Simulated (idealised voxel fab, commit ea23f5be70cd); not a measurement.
Process module under the name voxel wiring stack
It is cross-section cut that appears here, measuring 295 nm in width, its square cells being 5 nm in size.
Bands, listed from the top down, are how a cross-section gets written in this document; the cross-section itself is a grid of square cells, and a band is one or more rows of them. It is stipulated that each band's entry specify, in nanometres, the height of the top of the band and then that of its bottom, followed by the materials of the band in left-to-right sequence, each together with its width in nanometres. A single material marked by the word "all across" is understood to fill the band from edge to edge; the word "empty" is understood to denote empty space. Height datum 0, below which the as-received substrate wafer is one material. Lowest band open at the bottom, running downward: "0 and below". With a width like "30..40", each row of cells in the band differs from the next by the same amount, the top row carrying the first number and the bottom row the second. What does "identical to before" mean for a step? It means no cell of the cross-section changed in that step. So "Enclosed internal voids" is basically the list of trapped voids: any empty space of 8 cells or more that can't reach the top through an opening. They're written width x height at distance, the distance being from the left edge, and it's all nm. Heads up: the bit after the settings on a step's line is the simulator's remark on that step. When a step includes a mask, the "overlay nm" setting on its line states how far to the right of its planned place that mask lay, and negative values state how far to the left.
# The steps planned for the process are as follows
| 1 | RECEIVE | material Si |
| 2 | CONFORMAL_DEP | material SiO2 | thk nm 10 |
| 3 | DIRECTIONAL_DEP | material TiN | thk nm 5 |
| 4 | DIRECTIONAL_DEP | material Ru | thk nm 25 |
| 5 | MASKED_ETCH | tone cover | mask id METAL_1 | width nm 30 | pitch nm 55 | etch materials Ru | depth nm 25 | overlay nm 0 |
| 6 | MASKED_ETCH | tone cover | mask id METAL_1 | width nm 20 | pitch nm 55 | etch materials TiN | depth nm 5 | overlay nm 0 |
| 7 | FILL_DEP | material SiO2 | thk nm 10 |
| 8 | CMP | height nm 40 |
| 9 | CONFORMAL_DEP | material SiCN | thk nm 5 |
| 10 | DIRECTIONAL_DEP | material lowk | thk nm 20 |
| 11 | PATTERN | tone open | mask id PLUG_1 | material resist | width nm 15 | pitch nm 110 | thk nm 20 | overlay nm 0 |
| 12 | DIRECTIONAL_ETCH | etch materials lowk | depth nm 20 |
| 13 | DIRECTIONAL_ETCH | etch materials SiCN | depth nm 5 |
| 14 | STRIP | etch materials resist |
| 15 | EPI | material Ru | thk nm 10 |
| 16 | EPI | material Ru | thk nm 10 |
| 17 | EPI | material Ru | thk nm 5 |
| 18 | DIRECTIONAL_DEP | material TiN | thk nm 5 |
| 19 | DIRECTIONAL_DEP | material W | thk nm 20 |
| 20 | DIRECTIONAL_DEP | material aC | thk nm 15 |
| 21 | PATTERN | tone cover | mask id METAL_2 | material resist | width nm 30 | pitch nm 55 | thk nm 35 | overlay nm 0 |
| 22 | DIRECTIONAL_ETCH | etch materials aC | depth nm 15 |
| 23 | STRIP | etch materials resist |
| 24 | DIRECTIONAL_ETCH | etch materials W | depth nm 20 |
| 25 | DIRECTIONAL_ETCH | etch materials TiN | depth nm 5 |
| 26 | STRIP | etch materials aC |
| 27 | FILL_DEP | material SiO2 | thk nm 5 |
| 28 | CMP | height nm 90 |
| 29 | CONFORMAL_DEP | material SiCN | thk nm 5 |
Wafer-to-wafer difference: width nm, step 6. Common start. Plan = first wafer's value.
# First wafer of several, as received: cross-section after step 1
0 and below = Si all across
Enclosed internal voids: none
# Per-wafer rows below. For each material: cells gained (+) or lost (-) since the wafer was received, as of end of module. Then: closed voids
width nm 20, +120 Ru, +112 SiCN, +569 SiO2, +36 TiN, +72 W, +212 lowk, Enclosed internal voids: none
width nm 25, +120 Ru, +112 SiCN, +569 SiO2, +36 TiN, +72 W, +212 lowk, Enclosed internal voids: none
width nm 30, +120 Ru, +112 SiCN, +569 SiO2, +36 TiN, +72 W, +212 lowk, Enclosed internal voids: none
width nm 35, +120 Ru, +112 SiCN, +566 SiO2, +39 TiN, +72 W, +212 lowk, Enclosed internal voids: none
width nm 40, +120 Ru, +112 SiCN, +563 SiO2, +42 TiN, +72 W, +212 lowk, Enclosed internal voids: none
